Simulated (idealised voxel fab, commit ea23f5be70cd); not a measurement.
process module | voxel released beams
cross-section cut | 230 nm wide | cells 5 nm
A cross-section is a grid of square cells, given in bands from the top down. A band is one or more rows of cells.
Each band's line starts with the height of the band's top and of its bottom, in nm. Then come its materials from left to right, each with its width in nm. One material with "throughout" fills the band from edge to edge. "air" is empty space.
Height 0 is the level under which the wafer as received is all one material. The lowest band goes on downwards, as in "0 down".
A width such as "30 to 40" changes by the same amount from each row of cells to the next, from the band's top row to its bottom row.
"no change" after a step means that no cell of the cross-section changed.
closed voids: empty space of 8 cells or more with no open way to the top, each as width x height at its distance from the left edge, in nm
after a step's settings: what the simulator itself notes on the step
overlay nm, on a step with a mask: how far to the right of its planned place the mask lay; to the left if negative
plan
1 op RECEIVE | material Si
2 op CONFORMAL_DEP | material SiN | thk nm 5
3 op DIRECTIONAL_DEP | material SiO2 | thk nm 20
4 op DIRECTIONAL_DEP | material aC | thk nm 10
5 op PATTERN | tone open | mask id ANCHOR | material resist | width nm 25 | thk nm 30 | overlay nm 0
6 op DIRECTIONAL_ETCH | etch materials aC | depth nm 10
7 op STRIP | etch materials resist
8 op DIRECTIONAL_ETCH | etch materials SiO2 | depth nm 20
9 op STRIP | etch materials aC
10 op CONFORMAL_DEP | material polySi | thk nm 10
11 op DIRECTIONAL_DEP | material aC | thk nm 15
12 op PATTERN | tone cover | mask id BEAM | material resist | width nm 110 | thk nm 30 | overlay nm 0
13 op DIRECTIONAL_ETCH | etch materials aC | depth nm 15
14 op STRIP | etch materials resist
15 op DIRECTIONAL_ETCH | etch materials polySi | depth nm 10
16 op STRIP | etch materials aC
17 op STRIP | etch materials SiO2
first wafer, as planned
as received, after step 1
  0 down: Si throughout
  closed voids: none
after step 2
  5 to 0: SiN throughout
  below 0: unchanged
after step 3
  25 to 5: SiO2 throughout
  below 5: unchanged
after step 4
  35 to 25: aC throughout
  below 25: unchanged
after step 5
  65 to 35: resist 60 | air 25 | resist 145
  below 35: unchanged
after step 6
  55 to 35: resist 60 | air 25 | resist 145
  35 to 25: aC 60 | air 25 | aC 145
  below 25: unchanged
after step 7
  35 to 25: aC 60 | air 25 | aC 145
  below 25: unchanged
after step 8
  35 to 25: aC 60 | air 25 | aC 145
  25 to 5: SiO2 60 | air 25 | SiO2 145
  below 5: unchanged
after step 9
  25 to 5: SiO2 60 | air 25 | SiO2 145
  below 5: unchanged
after step 10
  35 to 25: polySi 70 | air 5 | polySi 155
  25 to 15: SiO2 60 | polySi 10 | air 5 | polySi 10 | SiO2 145
  15 to 5: SiO2 60 | polySi 25 | SiO2 145
  below 5: unchanged
after step 11
  50 to 35: aC 70 | air 5 | aC 155
  35 to 30: polySi 70 | air 5 | polySi 155
  30 to 25: polySi 70 | aC 5 | polySi 155
  25 to 15: SiO2 60 | polySi 10 | aC 5 | polySi 10 | SiO2 145
  below 15: unchanged
after step 12
  80 to 50: air 55 | resist 110 | air 65
  50 to 35: aC 70 | resist 5 | aC 155
  35 to 30: polySi 70 | resist 5 | polySi 155
  below 30: unchanged
after step 13
  65 to 50: air 55 | resist 110 | air 65
  50 to 35: air 55 | aC 15 | resist 5 | aC 90 | air 65
  below 35: unchanged
after step 14
  50 to 35: air 55 | aC 15 | air 5 | aC 90 | air 65
  35 to 30: polySi 70 | air 5 | polySi 155
  below 30: unchanged
after step 15
  50 to 35: air 55 | aC 15 | air 5 | aC 90 | air 65
  35 to 30: air 55 | polySi 15 | air 5 | polySi 90 | air 65
  30 to 25: air 55 | polySi 15 | aC 5 | polySi 90 | air 65
  below 25: unchanged
after step 16
  35 to 25: air 55 | polySi 15 | air 5 | polySi 90 | air 65
  25 to 15: SiO2 60 | polySi 10 | air 5 | polySi 10 | SiO2 145
  below 15: unchanged
after step 17
  35 to 25: air 55 | polySi 15 | air 5 | polySi 90 | air 65
  25 to 15: air 60 | polySi 10 | air 5 | polySi 10 | air 145
  15 to 5: air 60 | polySi 25 | air 145
  below 5: unchanged
second wafer: like start, like plan, one mistake. Through step 4 it matches the first wafer
when step 5 should have ended
  65 to 35: resist 70 | air 25 | resist 135
  below 35: unchanged
when step 6 should have ended
  55 to 35: resist 70 | air 25 | resist 135
  35 to 25: aC 70 | air 25 | aC 135
  below 25: unchanged
when step 7 should have ended
  35 to 25: aC 70 | air 25 | aC 135
  below 25: unchanged
when step 8 should have ended
  35 to 25: aC 70 | air 25 | aC 135
  25 to 5: SiO2 70 | air 25 | SiO2 135
  below 5: unchanged
when step 9 should have ended
  25 to 5: SiO2 70 | air 25 | SiO2 135
  below 5: unchanged
when step 10 should have ended
  35 to 25: polySi 80 | air 5 | polySi 145
  25 to 15: SiO2 70 | polySi 10 | air 5 | polySi 10 | SiO2 135
  15 to 5: SiO2 70 | polySi 25 | SiO2 135
  below 5: unchanged
when step 11 should have ended
  50 to 35: aC 80 | air 5 | aC 145
  35 to 30: polySi 80 | air 5 | polySi 145
  30 to 25: polySi 80 | aC 5 | polySi 145
  25 to 15: SiO2 70 | polySi 10 | aC 5 | polySi 10 | SiO2 135
  below 15: unchanged
when step 12 should have ended
  80 to 50: air 55 | resist 110 | air 65
  50 to 35: aC 80 | resist 5 | aC 145
  35 to 30: polySi 80 | resist 5 | polySi 145
  below 30: unchanged
when step 13 should have ended
  65 to 50: air 55 | resist 110 | air 65
  50 to 35: air 55 | aC 25 | resist 5 | aC 80 | air 65
  below 35: unchanged
when step 14 should have ended
  50 to 35: air 55 | aC 25 | air 5 | aC 80 | air 65
  35 to 30: polySi 80 | air 5 | polySi 145
  below 30: unchanged
when step 15 should have ended
  50 to 35: air 55 | aC 25 | air 5 | aC 80 | air 65
  35 to 30: air 55 | polySi 25 | air 5 | polySi 80 | air 65
  30 to 25: air 55 | polySi 25 | aC 5 | polySi 80 | air 65
  below 25: unchanged
when step 16 should have ended
  35 to 25: air 55 | polySi 25 | air 5 | polySi 80 | air 65
  25 to 15: SiO2 70 | polySi 10 | air 5 | polySi 10 | SiO2 135
  below 15: unchanged
when step 17 should have ended
  35 to 25: air 55 | polySi 25 | air 5 | polySi 80 | air 65
  25 to 15: air 70 | polySi 10 | air 5 | polySi 10 | air 135
  15 to 5: air 70 | polySi 25 | air 135
  below 5: unchanged
what went wrong: step 5 ran as: op PATTERN | tone open | mask id ANCHOR | material resist | width nm 25 | thk nm 30 | overlay nm 10
at the end the second wafer has, in cells: as many of each material as the first, in other places
